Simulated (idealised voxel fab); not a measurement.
process module | voxel ribs on slabs
cross-section cut | 210 nm wide | cells 5 nm
A cross-section is a grid of square cells, given in bands from the top down. A band is one or more rows of cells.
Each band's line starts with the height of the band's top and of its bottom, in nm. Then come its materials from left to right, each with its width in nm. One material with "throughout" fills the band from edge to edge. "air" is empty space.
Height 0 is the level under which the wafer as received is all one material. The lowest band goes on downwards, as in "0 down".
A width such as "30 to 40" changes by the same amount from each row of cells to the next, from the band's top row to its bottom row.
"no change" after a step means that no cell of the cross-section changed.
closed voids: empty space of 8 cells or more with no open way to the top, each as width x height at its distance from the left edge, in nm
after a step's settings: what the simulator itself notes on the step
overlay nm, on a step with a mask: how far to the right of its planned place the mask lay; to the left if negative
plan
1 op RECEIVE | material Si
2 op DIRECTIONAL_DEP | material SiO2 | thk nm 20
3 op DIRECTIONAL_DEP | material SiN | thk nm 20
4 op PATTERN | tone cover | mask id RIB | material resist | width nm 30 | thk nm 20 | overlay nm 0
5 op DIRECTIONAL_ETCH | etch materials SiN | depth nm 15
6 op STRIP | etch materials resist
7 op PATTERN | tone cover | mask id SLAB | material resist | width nm 90 | thk nm 20 | overlay nm 0
8 op DIRECTIONAL_ETCH | etch materials SiN | depth nm 5
9 op STRIP | etch materials resist
10 op FILL_DEP | material SiO2 | thk nm 15
11 op CMP | height nm 50
12 op DIRECTIONAL_DEP | material W | thk nm 5
13 op PATTERN | tone cover | mask id HEATER | material resist | width nm 40 | thk nm 20 | overlay nm 0
14 op DIRECTIONAL_ETCH | etch materials W | depth nm 5
15 op STRIP | etch materials resist
16 op CONFORMAL_DEP | material SiN | thk nm 5
as received, after step 1
  0 down: Si throughout
  closed voids: none
a wafer at the end: this start, this plan, one mistake
  60 to 55: air 80 | SiN 50 | air 80
  55 to 50: SiN 85 | W 40 | SiN 85
  50 to 40: SiO2 throughout
  40 to 25: SiO2 95 | SiN 30 | SiO2 85
  25 to 20: SiO2 60 | SiN 90 | SiO2 60
  20 to 0: SiO2 throughout
  0 down: Si throughout
  closed voids: none
what went wrong: step 4 ran as: op PATTERN | tone cover | mask id RIB | material resist | width nm 30 | thk nm 20 | overlay nm 5
